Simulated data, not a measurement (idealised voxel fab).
process module | voxel self aligned vias
cross-section cut | 155 nm wide | cells 5 nm
A cross-section is a grid of square cells, given in bands from the top down. A band is one or more rows of cells.
Each band's line starts with the height of the band's top and of its bottom, in nm. Then come its materials from left to right, each with its width in nm. One material with "throughout" fills the band from edge to edge. "air" is empty space.
Height 0 is the level under which the wafer as received is all one material. The lowest band goes on downwards, as in "0 down".
A width such as "30 to 40" changes by the same amount from each row of cells to the next, from the band's top row to its bottom row.
"no change" after a step means that no cell of the cross-section changed.
closed voids: empty space of 8 cells or more with no open way to the top, each as width x height at its distance from the left edge, in nm
after a step's settings: what the simulator itself notes on the step
overlay nm, on a step with a mask: how far to the right of its planned place the mask lay; to the left if negative
plan
1 op RECEIVE | material Si
2 op CONFORMAL_DEP | material SiO2 | thk nm 10
3 op CONFORMAL_DEP | material SiCN | thk nm 5
4 op DIRECTIONAL_DEP | material lowk | thk nm 25
5 op DIRECTIONAL_DEP | material aC | thk nm 15
6 op PATTERN | tone open | mask id LINES | material resist | width nm 20 | pitch nm 70 | thk nm 35 | overlay nm 0
7 op DIRECTIONAL_ETCH | etch materials aC | depth nm 15
8 op STRIP | etch materials resist
9 op DIRECTIONAL_ETCH | etch materials lowk | depth nm 25
10 op STRIP | etch materials aC
11 op CONFORMAL_DEP | material TiN | thk nm 5
12 op FILL_DEP | material Ru | thk nm 5
13 op CMP | height nm 40
14 op SELECTIVE_ETCH | etch materials W Ru TiN | depth nm 5
15 op FILL_DEP | material SiN | thk nm 10
16 op CMP | height nm 40
17 op DIRECTIONAL_DEP | material lowk | thk nm 15
18 op MASKED_ETCH | tone open | mask id VIAS | width nm 40 | etch materials lowk | depth nm 15 | overlay nm 0
19 op MASKED_ETCH | tone open | mask id VIAS | width nm 40 | etch materials SiN | depth nm 5 | overlay nm 0
20 op CONFORMAL_DEP | material TiN | thk nm 5
21 op FILL_DEP | material Cu | thk nm 10
22 op CMP | height nm 55
23 op CONFORMAL_DEP | material SiN | thk nm 5
as received, after step 1
  0 down: Si throughout
  closed voids: none
first wafer at the end, as planned
  60 to 55: SiN throughout
  55 to 45: lowk 20 | TiN 5 | Cu 30 | TiN 5 | lowk 95
  45 to 40: lowk 20 | TiN 15 | Cu 10 | TiN 15 | lowk 95
  40 to 35: lowk 30 | TiN 20 | lowk 50 | SiN 20 | lowk 35
  35 to 20: lowk 30 | TiN 5 | Ru 10 | TiN 5 | lowk 50 | TiN 5 | Ru 10 | TiN 5 | lowk 35
  20 to 15: lowk 30 | TiN 20 | lowk 50 | TiN 20 | lowk 35
  15 to 10: SiCN throughout
  10 to 0: SiO2 throughout
  0 down: Si throughout
  closed voids: none
second wafer at the end: like start, like plan, one mistake
  60 to 55: SiN throughout
  55 to 45: lowk 15 | TiN 5 | Cu 40 | TiN 5 | lowk 90
  45 to 40: lowk 15 | TiN 20 | Cu 10 | TiN 20 | lowk 90
  40 to 35: lowk 30 | TiN 20 | lowk 50 | SiN 20 | lowk 35
  35 to 20: lowk 30 | TiN 5 | Ru 10 | TiN 5 | lowk 50 | TiN 5 | Ru 10 | TiN 5 | lowk 35
  20 to 15: lowk 30 | TiN 20 | lowk 50 | TiN 20 | lowk 35
  15 to 10: SiCN throughout
  10 to 0: SiO2 throughout
  0 down: Si throughout
  closed voids: none
what went wrong: step 18 ran as: op MASKED_ETCH | tone open | mask id VIAS | width nm 50 | etch materials lowk | depth nm 15 | overlay nm 0
at the end the second wafer has, in cells: 4 more of Cu | 2 more of TiN | 6 fewer of lowk
